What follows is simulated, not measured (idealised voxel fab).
You're looking at the process module voxel wiring stack.
For reference, the cross-section in this document is cut, with width 220 nm and square cells of 5 nm.
Heads up, the way a cross-section reads in here is a grid of square cells, handed over as bands from the top down, with every band being one or more rows of cells.
Band entry format. Leading values: height of top, height of bottom, nm. Remainder: materials in left-to-right order, each with its width in nm. Special words: "everywhere" on a single material, which then fills the band edge to edge; "empty", empty space.
Heads up on the height convention: 0 is the point under which the incoming wafer is all one material, and the lowest band has no bottom, it just keeps going down, like "z 0 and below".
The width entry "30..40" should be interpreted row by row: the top row of cells in the band takes the first number, the bottom row takes the second number, and the change between adjacent rows is uniform throughout.
"remained the same", as given for a step, is the statement that not any cell of the cross-section underwent a change during that step.
Each empty space that has no open way to the top and spans at least 8 cells appears under "Enclosed empty spaces" as width x height at distance, the distance counted from the left edge, all in nm.
It should be noted that, on the line of a given step, the content following the step's settings is a remark produced by the simulator itself with respect to that step.
If you see "overlay nm" on a step's line and that step has a mask, it's telling you how far right of where it was planned the mask ended up; a negative number means it went left instead.

The planned process steps are enumerated hereunder
- 1: RECEIVE [material Si]
- 2: CONFORMAL_DEP [material SiO2] [thk nm 10]
- 3: DIRECTIONAL_DEP [material TiN] [thk nm 5]
- 4: DIRECTIONAL_DEP [material Ru] [thk nm 20]
- 5: DIRECTIONAL_DEP [material aC] [thk nm 10]
- 6: PATTERN [tone cover] [mask id METAL_1] [material resist] [width nm 30] [pitch nm 45] [thk nm 30] [overlay nm 0]
- 7: DIRECTIONAL_ETCH [etch materials aC] [depth nm 10]
- 8: STRIP [etch materials resist]
- 9: DIRECTIONAL_ETCH [etch materials Ru] [depth nm 20]
- 10: DIRECTIONAL_ETCH [etch materials TiN] [depth nm 5]
- 11: STRIP [etch materials aC]
- 12: CONFORMAL_DEP [material SiCN] [thk nm 5]
- 13: FILL_DEP [material SiO2] [thk nm 5]
- 14: CMP [height nm 35]
- 15: CONFORMAL_DEP [material SiCN] [thk nm 5]
- 16: DIRECTIONAL_DEP [material lowk] [thk nm 30]
- 17: DIRECTIONAL_DEP [material aC] [thk nm 10]
- 18: PATTERN [tone open] [mask id METAL_2_HOLES] [material resist] [width nm 15] [thk nm 25] [overlay nm 0]
- 19: DIRECTIONAL_ETCH [etch materials aC] [depth nm 10]
- 20: STRIP [etch materials resist]
- 21: DIRECTIONAL_ETCH [etch materials lowk] [depth nm 30]
- 22: STRIP [etch materials aC]
- 23: MASKED_ETCH [tone open] [mask id METAL_2] [width nm 30] [pitch nm 45] [etch materials lowk] [depth nm 15] [overlay nm 0]
- 24: MASKED_ETCH [tone open] [mask id METAL_2] [width nm 30] [pitch nm 45] [etch materials SiCN] [depth nm 5] [overlay nm 0]
- 25: CONFORMAL_DEP [material TiN] [thk nm 5]
- 26: FILL_DEP [material Ru] [thk nm 10]
- 27: CMP [height nm 70]
- 28: CONFORMAL_DEP [material SiCN] [thk nm 5]
- 29: DIRECTIONAL_DEP [material lowk] [thk nm 10]
- 30: PATTERN [tone open] [mask id PLUG_2] [material resist] [width nm 15] [thk nm 20] [overlay nm 0]
- 31: DIRECTIONAL_ETCH [etch materials lowk] [depth nm 10]
- 32: DIRECTIONAL_ETCH [etch materials SiCN] [depth nm 5]
- 33: STRIP [etch materials resist]
- 34: CONFORMAL_DEP [material TiN] [thk nm 5]
- 35: FILL_DEP [material W] [thk nm 5]
- 36: CMP [height nm 85]
- 37: CONFORMAL_DEP [material SiCN] [thk nm 5]
- 38: DIRECTIONAL_DEP [material SiO2] [thk nm 15]
- 39: PATTERN [tone open] [mask id METAL_3] [material resist] [width nm 30] [pitch nm 45] [thk nm 15] [overlay nm 0]
- 40: DIRECTIONAL_ETCH [etch materials SiO2] [depth nm 15]
- 41: DIRECTIONAL_ETCH [etch materials SiCN] [depth nm 5]
- 42: STRIP [etch materials resist]
- 43: CONFORMAL_DEP [material TiN] [thk nm 5]
- 44: FILL_DEP [material Ru] [thk nm 5]
- 45: CMP [height nm 105]
- 46: EPI [material Ru] [thk nm 5]
- 47: FILL_DEP [material SiCN] [thk nm 5]

Run as planned: first of two wafers

Step 1 complete: cross-section of the wafer as received
    z 0 and below | Si everywhere
    Enclosed empty spaces: none

Wafer section view after processing step 2
    z 10 to 0 | SiO2 everywhere
    Note: structure below 0 unchanged.

Wafer section view after processing step 3
    z 15 to 10 | TiN everywhere
    Note: structure below 10 unchanged.

Wafer section view after processing step 4
    z 35 to 15 | Ru everywhere
    Note: structure below 15 unchanged.

Wafer section view after processing step 5
    z 45 to 35 | aC everywhere
    Note: structure below 35 unchanged.

Wafer section view after processing step 6
    z 75 to 45 | 70 nm empty | 30 nm resist | 15 nm empty | 30 nm resist | 75 nm empty
    Note: structure below 45 unchanged.

Wafer section view after processing step 7
    z 65 to 45 | 70 nm empty | 30 nm resist | 15 nm empty | 30 nm resist | 75 nm empty
    z 45 to 35 | 70 nm empty | 30 nm aC | 15 nm empty | 30 nm aC | 75 nm empty
    Note: structure below 35 unchanged.

Wafer section view after processing step 8
    z 45 to 35 | 70 nm empty | 30 nm aC | 15 nm empty | 30 nm aC | 75 nm empty
    Note: structure below 35 unchanged.

Wafer section view after processing step 9
    z 45 to 35 | 70 nm empty | 30 nm aC | 15 nm empty | 30 nm aC | 75 nm empty
    z 35 to 15 | 70 nm empty | 30 nm Ru | 15 nm empty | 30 nm Ru | 75 nm empty
    Note: structure below 15 unchanged.

Wafer section view after processing step 10
    z 45 to 35 | 70 nm empty | 30 nm aC | 15 nm empty | 30 nm aC | 75 nm empty
    z 35 to 15 | 70 nm empty | 30 nm Ru | 15 nm empty | 30 nm Ru | 75 nm empty
    z 15 to 10 | 70 nm empty | 30 nm TiN | 15 nm empty | 30 nm TiN | 75 nm empty
    Note: structure below 10 unchanged.

Wafer section view after processing step 11
    z 35 to 15 | 70 nm empty | 30 nm Ru | 15 nm empty | 30 nm Ru | 75 nm empty
    Note: structure below 15 unchanged.

Wafer section view after processing step 12
    z 40 to 35 | 65 nm empty | 40 nm SiCN | 5 nm empty | 40 nm SiCN | 70 nm empty
    z 35 to 15 | 65 nm empty | 5 nm SiCN | 30 nm Ru | 5 nm SiCN | 5 nm empty | 5 nm SiCN | 30 nm Ru | 5 nm SiCN | 70 nm empty
    z 15 to 10 | 70 nm SiCN | 30 nm TiN | 15 nm SiCN | 30 nm TiN | 75 nm SiCN
    Note: structure below 10 unchanged.

Wafer section view after processing step 13
    z 45 to 40 | SiO2 everywhere
    z 40 to 35 | 65 nm SiO2 | 40 nm SiCN | 5 nm SiO2 | 40 nm SiCN | 70 nm SiO2
    z 35 to 15 | 65 nm SiO2 | 5 nm SiCN | 30 nm Ru | 5 nm SiCN | 5 nm SiO2 | 5 nm SiCN | 30 nm Ru | 5 nm SiCN | 70 nm SiO2
    Note: structure below 15 unchanged.

Wafer section view after processing step 14
    z 35 to 15 | 65 nm SiO2 | 5 nm SiCN | 30 nm Ru | 5 nm SiCN | 5 nm SiO2 | 5 nm SiCN | 30 nm Ru | 5 nm SiCN | 70 nm SiO2
    Note: structure below 15 unchanged.

Wafer section view after processing step 15
    z 40 to 35 | SiCN everywhere
    Note: structure below 35 unchanged.

Wafer section view after processing step 16
    z 70 to 40 | lowk everywhere
    Note: structure below 40 unchanged.

Wafer section view after processing step 17
    z 80 to 70 | aC everywhere
    Note: structure below 70 unchanged.

Wafer section view after processing step 18
    z 105 to 80 | 70 nm resist | 15 nm empty | 135 nm resist
    Note: structure below 80 unchanged.

Wafer section view after processing step 19
    z 95 to 80 | 70 nm resist | 15 nm empty | 135 nm resist
    z 80 to 70 | 70 nm aC | 15 nm empty | 135 nm aC
    Note: structure below 70 unchanged.

Wafer section view after processing step 20
    z 80 to 70 | 70 nm aC | 15 nm empty | 135 nm aC
    Note: structure below 70 unchanged.

Wafer section view after processing step 21
    z 80 to 70 | 70 nm aC | 15 nm empty | 135 nm aC
    z 70 to 40 | 70 nm lowk | 15 nm empty | 135 nm lowk
    Note: structure below 40 unchanged.

Wafer section view after processing step 22
    z 70 to 40 | 70 nm lowk | 15 nm empty | 135 nm lowk
    Note: structure below 40 unchanged.

Wafer section view after processing step 23
    z 70 to 55 | 70 nm lowk | 30 nm empty | 15 nm lowk | 30 nm empty | 75 nm lowk
    Note: structure below 55 unchanged.

Wafer section view after processing step 24
    z 70 to 55 | 70 nm lowk | 30 nm empty | 15 nm lowk | 30 nm empty | 75 nm lowk
    z 55 to 40 | 70 nm lowk | 15 nm empty | 135 nm lowk
    z 40 to 35 | 70 nm SiCN | 15 nm empty | 135 nm SiCN
    Note: structure below 35 unchanged.

Wafer section view after processing step 25
    z 75 to 70 | 75 nm TiN | 20 nm empty | 25 nm TiN | 20 nm empty | 80 nm TiN
    z 70 to 60 | 70 nm lowk | 5 nm TiN | 20 nm empty | 5 nm TiN | 15 nm lowk | 5 nm TiN | 20 nm empty | 5 nm TiN | 75 nm lowk
    z 60 to 55 | 70 nm lowk | 5 nm TiN | 5 nm empty | 20 nm TiN | 15 nm lowk | 30 nm TiN | 75 nm lowk
    z 55 to 40 | 70 nm lowk | 5 nm TiN | 5 nm empty | 5 nm TiN | 135 nm lowk
    z 40 to 35 | 70 nm SiCN | 15 nm TiN | 135 nm SiCN
    Note: structure below 35 unchanged.

Wafer section view after processing step 26
    z 85 to 75 | Ru everywhere
    z 75 to 70 | 75 nm TiN | 20 nm Ru | 25 nm TiN | 20 nm Ru | 80 nm TiN
    z 70 to 60 | 70 nm lowk | 5 nm TiN | 20 nm Ru | 5 nm TiN | 15 nm lowk | 5 nm TiN | 20 nm Ru | 5 nm TiN | 75 nm lowk
    z 60 to 55 | 70 nm lowk | 5 nm TiN | 5 nm Ru | 20 nm TiN | 15 nm lowk | 30 nm TiN | 75 nm lowk
    z 55 to 40 | 70 nm lowk | 5 nm TiN | 5 nm Ru | 5 nm TiN | 135 nm lowk
    Note: structure below 40 unchanged.

Wafer section view after processing step 27
    z 70 to 60 | 70 nm lowk | 5 nm TiN | 20 nm Ru | 5 nm TiN | 15 nm lowk | 5 nm TiN | 20 nm Ru | 5 nm TiN | 75 nm lowk
    Note: structure below 60 unchanged.

Wafer section view after processing step 28
    z 75 to 70 | SiCN everywhere
    Note: structure below 70 unchanged.

Wafer section view after processing step 29
    z 85 to 75 | lowk everywhere
    Note: structure below 75 unchanged.

Wafer section view after processing step 30
    z 105 to 85 | 70 nm resist | 15 nm empty | 135 nm resist
    Note: structure below 85 unchanged.

Wafer section view after processing step 31
    z 105 to 85 | 70 nm resist | 15 nm empty | 135 nm resist
    z 85 to 75 | 70 nm lowk | 15 nm empty | 135 nm lowk
    Note: structure below 75 unchanged.

Wafer section view after processing step 32
    z 105 to 85 | 70 nm resist | 15 nm empty | 135 nm resist
    z 85 to 75 | 70 nm lowk | 15 nm empty | 135 nm lowk
    z 75 to 70 | 70 nm SiCN | 15 nm empty | 135 nm SiCN
    Note: structure below 70 unchanged.

Wafer section view after processing step 33
    z 85 to 75 | 70 nm lowk | 15 nm empty | 135 nm lowk
    Note: structure below 75 unchanged.

Wafer section view after processing step 34
    z 90 to 85 | 75 nm TiN | 5 nm empty | 140 nm TiN
    z 85 to 75 | 70 nm lowk | 5 nm TiN | 5 nm empty | 5 nm TiN | 135 nm lowk
    z 75 to 70 | 70 nm SiCN | 15 nm TiN | 135 nm SiCN
    Note: structure below 70 unchanged.

Wafer section view after processing step 35
    z 95 to 90 | W everywhere
    z 90 to 85 | 75 nm TiN | 5 nm W | 140 nm TiN
    z 85 to 75 | 70 nm lowk | 5 nm TiN | 5 nm W | 5 nm TiN | 135 nm lowk
    Note: structure below 75 unchanged.

Wafer section view after processing step 36
    z 85 to 75 | 70 nm lowk | 5 nm TiN | 5 nm W | 5 nm TiN | 135 nm lowk
    Note: structure below 75 unchanged.

Wafer section view after processing step 37
    z 90 to 85 | SiCN everywhere
    Note: structure below 85 unchanged.

Wafer section view after processing step 38
    z 105 to 90 | SiO2 everywhere
    Note: structure below 90 unchanged.

Wafer section view after processing step 39
    z 120 to 105 | 70 nm resist | 30 nm empty | 15 nm resist | 30 nm empty | 75 nm resist
    Note: structure below 105 unchanged.

Wafer section view after processing step 40
    z 120 to 105 | 70 nm resist | 30 nm empty | 15 nm resist | 30 nm empty | 75 nm resist
    z 105 to 90 | 70 nm SiO2 | 30 nm empty | 15 nm SiO2 | 30 nm empty | 75 nm SiO2
    Note: structure below 90 unchanged.

Wafer section view after processing step 41
    z 120 to 105 | 70 nm resist | 30 nm empty | 15 nm resist | 30 nm empty | 75 nm resist
    z 105 to 90 | 70 nm SiO2 | 30 nm empty | 15 nm SiO2 | 30 nm empty | 75 nm SiO2
    z 90 to 85 | 70 nm SiCN | 30 nm empty | 15 nm SiCN | 30 nm empty | 75 nm SiCN
    Note: structure below 85 unchanged.

Wafer section view after processing step 42
    z 105 to 90 | 70 nm SiO2 | 30 nm empty | 15 nm SiO2 | 30 nm empty | 75 nm SiO2
    Note: structure below 90 unchanged.

Wafer section view after processing step 43
    z 110 to 105 | 75 nm TiN | 20 nm empty | 25 nm TiN | 20 nm empty | 80 nm TiN
    z 105 to 90 | 70 nm SiO2 | 5 nm TiN | 20 nm empty | 5 nm TiN | 15 nm SiO2 | 5 nm TiN | 20 nm empty | 5 nm TiN | 75 nm SiO2
    z 90 to 85 | 70 nm SiCN | 30 nm TiN | 15 nm SiCN | 30 nm TiN | 75 nm SiCN
    Note: structure below 85 unchanged.

Wafer section view after processing step 44
    z 115 to 110 | Ru everywhere
    z 110 to 105 | 75 nm TiN | 20 nm Ru | 25 nm TiN | 20 nm Ru | 80 nm TiN
    z 105 to 90 | 70 nm SiO2 | 5 nm TiN | 20 nm Ru | 5 nm TiN | 15 nm SiO2 | 5 nm TiN | 20 nm Ru | 5 nm TiN | 75 nm SiO2
    Note: structure below 90 unchanged.

Wafer section view after processing step 45
    z 105 to 90 | 70 nm SiO2 | 5 nm TiN | 20 nm Ru | 5 nm TiN | 15 nm SiO2 | 5 nm TiN | 20 nm Ru | 5 nm TiN | 75 nm SiO2
    Note: structure below 90 unchanged.

Wafer section view after processing step 46
    z 110 to 105 | 65 nm empty | 40 nm Ru | 5 nm empty | 40 nm Ru | 70 nm empty
    Note: structure below 105 unchanged.

Wafer section view after processing step 47
    z 115 to 110 | SiCN everywhere
    z 110 to 105 | 65 nm SiCN | 40 nm Ru | 5 nm SiCN | 40 nm Ru | 70 nm SiCN
    Note: structure below 105 unchanged.

Regarding the second of the two wafers: it shared the first wafer's starting condition and process plan, yet one error occurred during its execution. Its history coincides with that of the first wafer up to and including step 25

Cross-section of the second wafer when, according to plan, step 26 should have finished
    z 85 to 75 | SiCN everywhere
    z 75 to 70 | 75 nm TiN | 20 nm SiCN | 25 nm TiN | 20 nm SiCN | 80 nm TiN
    z 70 to 60 | 70 nm lowk | 5 nm TiN | 20 nm SiCN | 5 nm TiN | 15 nm lowk | 5 nm TiN | 20 nm SiCN | 5 nm TiN | 75 nm lowk
    z 60 to 55 | 70 nm lowk | 5 nm TiN | 5 nm SiCN | 20 nm TiN | 15 nm lowk | 30 nm TiN | 75 nm lowk
    z 55 to 40 | 70 nm lowk | 5 nm TiN | 5 nm SiCN | 5 nm TiN | 135 nm lowk
    Note: structure below 40 unchanged.

Cross-section of the second wafer when, according to plan, step 27 should have finished
    z 70 to 60 | 70 nm lowk | 5 nm TiN | 20 nm SiCN | 5 nm TiN | 15 nm lowk | 5 nm TiN | 20 nm SiCN | 5 nm TiN | 75 nm lowk
    Note: structure below 60 unchanged.

Cross-section of the second wafer when, according to plan, step 28 should have finished
    z 75 to 70 | SiCN everywhere
    Note: structure below 70 unchanged.

Cross-section of the second wafer when, according to plan, step 29 should have finished
    z 85 to 75 | lowk everywhere
    Note: structure below 75 unchanged.

Cross-section of the second wafer when, according to plan, step 30 should have finished
    z 105 to 85 | 70 nm resist | 15 nm empty | 135 nm resist
    Note: structure below 85 unchanged.

Cross-section of the second wafer when, according to plan, step 31 should have finished
    z 105 to 85 | 70 nm resist | 15 nm empty | 135 nm resist
    z 85 to 75 | 70 nm lowk | 15 nm empty | 135 nm lowk
    Note: structure below 75 unchanged.

Cross-section of the second wafer when, according to plan, step 32 should have finished
    z 105 to 85 | 70 nm resist | 15 nm empty | 135 nm resist
    z 85 to 75 | 70 nm lowk | 15 nm empty | 135 nm lowk
    z 75 to 70 | 70 nm SiCN | 15 nm empty | 135 nm SiCN
    Note: structure below 70 unchanged.

Cross-section of the second wafer when, according to plan, step 33 should have finished
    z 85 to 75 | 70 nm lowk | 15 nm empty | 135 nm lowk
    Note: structure below 75 unchanged.

Cross-section of the second wafer when, according to plan, step 34 should have finished
    z 90 to 85 | 75 nm TiN | 5 nm empty | 140 nm TiN
    z 85 to 75 | 70 nm lowk | 5 nm TiN | 5 nm empty | 5 nm TiN | 135 nm lowk
    z 75 to 70 | 70 nm SiCN | 15 nm TiN | 135 nm SiCN
    Note: structure below 70 unchanged.

Cross-section of the second wafer when, according to plan, step 35 should have finished
    z 95 to 90 | W everywhere
    z 90 to 85 | 75 nm TiN | 5 nm W | 140 nm TiN
    z 85 to 75 | 70 nm lowk | 5 nm TiN | 5 nm W | 5 nm TiN | 135 nm lowk
    Note: structure below 75 unchanged.

Cross-section of the second wafer when, according to plan, step 36 should have finished
    z 85 to 75 | 70 nm lowk | 5 nm TiN | 5 nm W | 5 nm TiN | 135 nm lowk
    Note: structure below 75 unchanged.

Cross-section of the second wafer when, according to plan, step 37 should have finished
    z 90 to 85 | SiCN everywhere
    Note: structure below 85 unchanged.

Cross-section of the second wafer when, according to plan, step 38 should have finished
    z 105 to 90 | SiO2 everywhere
    Note: structure below 90 unchanged.

Cross-section of the second wafer when, according to plan, step 39 should have finished
    z 120 to 105 | 70 nm resist | 30 nm empty | 15 nm resist | 30 nm empty | 75 nm resist
    Note: structure below 105 unchanged.

Cross-section of the second wafer when, according to plan, step 40 should have finished
    z 120 to 105 | 70 nm resist | 30 nm empty | 15 nm resist | 30 nm empty | 75 nm resist
    z 105 to 90 | 70 nm SiO2 | 30 nm empty | 15 nm SiO2 | 30 nm empty | 75 nm SiO2
    Note: structure below 90 unchanged.

Cross-section of the second wafer when, according to plan, step 41 should have finished
    z 120 to 105 | 70 nm resist | 30 nm empty | 15 nm resist | 30 nm empty | 75 nm resist
    z 105 to 90 | 70 nm SiO2 | 30 nm empty | 15 nm SiO2 | 30 nm empty | 75 nm SiO2
    z 90 to 85 | 70 nm SiCN | 30 nm empty | 15 nm SiCN | 30 nm empty | 75 nm SiCN
    Note: structure below 85 unchanged.

Cross-section of the second wafer when, according to plan, step 42 should have finished
    z 105 to 90 | 70 nm SiO2 | 30 nm empty | 15 nm SiO2 | 30 nm empty | 75 nm SiO2
    Note: structure below 90 unchanged.

Cross-section of the second wafer when, according to plan, step 43 should have finished
    z 110 to 105 | 75 nm TiN | 20 nm empty | 25 nm TiN | 20 nm empty | 80 nm TiN
    z 105 to 90 | 70 nm SiO2 | 5 nm TiN | 20 nm empty | 5 nm TiN | 15 nm SiO2 | 5 nm TiN | 20 nm empty | 5 nm TiN | 75 nm SiO2
    z 90 to 85 | 70 nm SiCN | 30 nm TiN | 15 nm SiCN | 30 nm TiN | 75 nm SiCN
    Note: structure below 85 unchanged.

Cross-section of the second wafer when, according to plan, step 44 should have finished
    z 115 to 110 | Ru everywhere
    z 110 to 105 | 75 nm TiN | 20 nm Ru | 25 nm TiN | 20 nm Ru | 80 nm TiN
    z 105 to 90 | 70 nm SiO2 | 5 nm TiN | 20 nm Ru | 5 nm TiN | 15 nm SiO2 | 5 nm TiN | 20 nm Ru | 5 nm TiN | 75 nm SiO2
    Note: structure below 90 unchanged.

Cross-section of the second wafer when, according to plan, step 45 should have finished
    z 105 to 90 | 70 nm SiO2 | 5 nm TiN | 20 nm Ru | 5 nm TiN | 15 nm SiO2 | 5 nm TiN | 20 nm Ru | 5 nm TiN | 75 nm SiO2
    Note: structure below 90 unchanged.

Cross-section of the second wafer when, according to plan, step 46 should have finished
    z 110 to 105 | 65 nm empty | 40 nm Ru | 5 nm empty | 40 nm Ru | 70 nm empty
    Note: structure below 105 unchanged.

Cross-section of the second wafer when, according to plan, step 47 should have finished
    z 115 to 110 | SiCN everywhere
    z 110 to 105 | 65 nm SiCN | 40 nm Ru | 5 nm SiCN | 40 nm Ru | 70 nm SiCN
    Note: structure below 105 unchanged.
Processing error: it should be noted that step 26 was executed with settings other than those planned, the operation and settings actually applied being FILL_DEP [material SiCN] [thk nm 10]
Counted in cells at the end, the second wafer holds more or fewer of these materials than the first: -20 Ru, +20 SiCN
